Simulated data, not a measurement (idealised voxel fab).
The process module presented herein is designated voxel capacitor over wiring.
Displayed cross-section: cut, width of 150 nm, square cells sized 5 nm.
How to read a cross-section here: the picture is a grid of square cells, written as bands going from the top down, and any band can span one or more rows of cells. Top height, bottom height, nm. Materials left to right, width each, nm. Single material + "all across" = fills band edge to edge. "blank" = empty. Convention: height 0 is the level below which the wafer, as received, is all one material. The lowest band does not terminate at the bottom but continues downward, represented as "z 0 and below". The expression "30 to 40" gives the width at the extremes of the band, the first number at its top row of cells and the second at its bottom row, with the width changing by equal amounts from each row to the next in between. Basically "remained unchanged" means that step didn't change any cell in the cross-section. Listed in "Encapsulated voids": every empty space of 8 or more cells without an open way to the top. Form: width x height at distance, the distance being from the left edge, all in nm. Step line, after settings: the simulator's comment on this step. The "overlay nm" setting may appear on a step's line; for a step that uses a mask, it gives how far to the right of its planned position the mask lay, and a negative value indicates the left.

Steps planned for the process:
1: op RECEIVE | material Si
2: op CONFORMAL_DEP | material SiO2 | thk nm 15
3: op CONFORMAL_DEP | material SiN | thk nm 5
4: op DIRECTIONAL_DEP | material lowk | thk nm 25
5: op PATTERN | tone open | mask id METAL_1 | material resist | width nm 25 | pitch nm 95 | thk nm 20 | overlay nm 0
6: op DIRECTIONAL_ETCH | etch materials lowk | depth nm 25
7: op DIRECTIONAL_ETCH | etch materials SiN | depth nm 5
8: op STRIP | etch materials resist
9: op CONFORMAL_DEP | material TiN | thk nm 5
10: op FILL_DEP | material Cu | thk nm 10
11: op CMP | height nm 45
12: op CONFORMAL_DEP | material SiCN | thk nm 5
13: op DIRECTIONAL_DEP | material lowk | thk nm 20
14: op DIRECTIONAL_DEP | material aC | thk nm 15
15: op PATTERN | tone open | mask id PLUG_1 | material resist | width nm 15 | thk nm 35 | overlay nm -10
16: op DIRECTIONAL_ETCH | etch materials aC | depth nm 15
17: op STRIP | etch materials resist
18: op DIRECTIONAL_ETCH | etch materials lowk | depth nm 20
19: op DIRECTIONAL_ETCH | etch materials SiCN | depth nm 5
20: op STRIP | etch materials aC
21: op CONFORMAL_DEP | material TiN | thk nm 5
22: op FILL_DEP | material Ru | thk nm 10
23: op CMP | height nm 70
24: op DIRECTIONAL_DEP | material TiN | thk nm 5
25: op DIRECTIONAL_DEP | material Al2O3 | thk nm 5
26: op DIRECTIONAL_DEP | material TiN | thk nm 10
27: op DIRECTIONAL_DEP | material aC | thk nm 10
28: op PATTERN | tone cover | mask id UPPER_PLATE | material resist | width nm 75 | thk nm 30 | overlay nm 0
29: op DIRECTIONAL_ETCH | etch materials aC | depth nm 10
30: op STRIP | etch materials resist
31: op DIRECTIONAL_ETCH | etch materials TiN | depth nm 10
32: op DIRECTIONAL_ETCH | etch materials Al2O3 | depth nm 5
33: op STRIP | etch materials aC
34: op MASKED_ETCH | tone cover | mask id LOWER_PLATE | width nm 85 | etch materials TiN | depth nm 5 | overlay nm 0
35: op FILL_DEP | material SiO2 | thk nm 20
36: op CMP | height nm 105
37: op DIRECTIONAL_DEP | material aC | thk nm 15
38: op PATTERN | tone open | mask id PLUG_2 | material resist | width nm 15 | thk nm 30 | overlay nm 0
39: op DIRECTIONAL_ETCH | etch materials aC | depth nm 15
40: op STRIP | etch materials resist
41: op DIRECTIONAL_ETCH | etch materials SiO2 | depth nm 15
42: op STRIP | etch materials aC
43: op CONFORMAL_DEP | material TiN | thk nm 5
44: op FILL_DEP | material Cu | thk nm 10
45: op CMP | height nm 105
46: op CONFORMAL_DEP | material SiN | thk nm 5
For clarity, it should be stated that the wafers under discussion commence in an identical condition and differ with respect to the overlay nm of step 15, the plan indicating the value that the first wafer had.

Received condition of the first of several wafers, sectioned: post-step 1:
  z 0 and below  Si all across
  Encapsulated voids: none

End of module, by wafer: material-by-material cell gain (+) or loss (-) since receipt, then closed voids:
overlay nm -10 | +15 Al2O3 | +32 Cu | +4 Ru | +27 SiCN | +50 SiN | +229 SiO2 | +95 TiN | +208 lowk | Encapsulated voids: none
overlay nm -5 | +15 Al2O3 | +32 Cu | +4 Ru | +27 SiCN | +50 SiN | +229 SiO2 | +95 TiN | +208 lowk | Encapsulated voids: none
overlay nm 0 | +15 Al2O3 | +32 Cu | +4 Ru | +27 SiCN | +50 SiN | +229 SiO2 | +95 TiN | +208 lowk | Encapsulated voids: none
overlay nm 5 | +15 Al2O3 | +32 Cu | +4 Ru | +27 SiCN | +50 SiN | +229 SiO2 | +95 TiN | +208 lowk | Encapsulated voids: none
overlay nm 10 | +15 Al2O3 | +32 Cu | +4 Ru | +27 SiCN | +50 SiN | +229 SiO2 | +95 TiN | +208 lowk | Encapsulated voids: none
overlay nm 15 | +15 Al2O3 | +32 Cu | +4 Ru | +27 SiCN | +50 SiN | +229 SiO2 | +95 TiN | +208 lowk | Encapsulated voids: none
